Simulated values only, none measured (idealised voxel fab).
Proc. module: voxel self aligned contacts
The cross-section shown here is cut; it is 215 nm wide and divided into square cells measuring 5 nm on a side.
Cross-section, as written here: a square-cell grid given band by band from the top down, where a band holds one or more rows of cells. Band: top and bottom heights (nm) first, top before bottom; then materials from left to right, widths in nm. "edge to edge" marks a sole material filling the band edge to edge. "air" denotes empty space. Height 0 is the level under which the wafer as received is all one material. The lowest band goes on downwards, as in "top 0, no bottom". The two numbers in a width such as "30->40" mark its ends across the band: the first belongs to the top row of cells, the second to the bottom row, and from each row to the next the width moves by the same amount. Basically "nothing altered" means that step didn't change any cell in the cross-section. "Entrapped voids": empty spaces of 8 cells or more with no open way to the top, each given as width x height at distance, distance from the left edge, all in nm. The remark found on a step's line after its settings is issued by the simulator itself and pertains to that step. overlay nm, on a step with a mask: how far to the right of its planned place the mask lay; to the left if negative.
# So here's the lineup of process steps we planned
step 1: RECEIVE,material Si
step 2: OXIDIZE,depth nm 5
step 3: DIRECTIONAL_DEP,material polySi,thk nm 30
step 4: DIRECTIONAL_DEP,material SiN,thk nm 20
step 5: DIRECTIONAL_DEP,material aC,thk nm 10
step 6: PATTERN,tone cover,mask id GATE,material resist,width nm 25,pitch nm 60,thk nm 25,overlay nm 0
step 7: DIRECTIONAL_ETCH,etch materials aC,depth nm 10
step 8: STRIP,etch materials resist
step 9: DIRECTIONAL_ETCH,etch materials SiN,depth nm 20
step 10: DIRECTIONAL_ETCH,etch materials polySi,depth nm 30
step 11: STRIP,etch materials aC
step 12: CONFORMAL_DEP,material SiN,thk nm 5
step 13: DIRECTIONAL_ETCH,etch materials SiN,depth nm 5
step 14: FILL_DEP,material SiO2,thk nm 10
step 15: CMP,height nm 55
step 16: PATTERN,tone open,mask id CONTACT,material resist,width nm 45,thk nm 15,overlay nm 0
step 17: DIRECTIONAL_ETCH,etch materials SiO2,depth nm 60
step 18: STRIP,etch materials resist
step 19: CONFORMAL_DEP,material TiN,thk nm 5
step 20: FILL_DEP,material Ru,thk nm 10
step 21: CMP,height nm 55
step 22: CONFORMAL_DEP,material SiN,thk nm 5
# As-received wafer cross-section (after step 1)
    top 0, no bottom | Si edge to edge
    Entrapped voids: none
# a wafer at the end: this start, this plan, one mistake
    top 60, bottom 55 | SiN edge to edge
    top 55, bottom 50 | SiO2 85, then TiN 15, then Ru 15, then TiN 15, then SiO2 85
    top 50, bottom 30 | SiO2 60, then SiN 35, then TiN 5, then Ru 15, then TiN 5, then SiN 35, then SiO2 60
    top 30, bottom 10 | SiO2 60, then SiN 5, then polySi 25, then SiN 5, then TiN 5, then Ru 15, then TiN 5, then SiN 5, then polySi 25, then SiN 5, then SiO2 60
    top 10, bottom 5 | SiO2 60, then SiN 5, then polySi 25, then SiN 5, then TiN 25, then SiN 5, then polySi 25, then SiN 5, then SiO2 60
    top 5, bottom 0 | SiN 65, then polySi 25, then SiN 35, then polySi 25, then SiN 65
    top 0, bottom -5 | SiO2 edge to edge
    top -5, no bottom | Si edge to edge
    Entrapped voids: none
So what did we get wrong on this run? transposition of steps 12 and 13 relative to the planned sequence
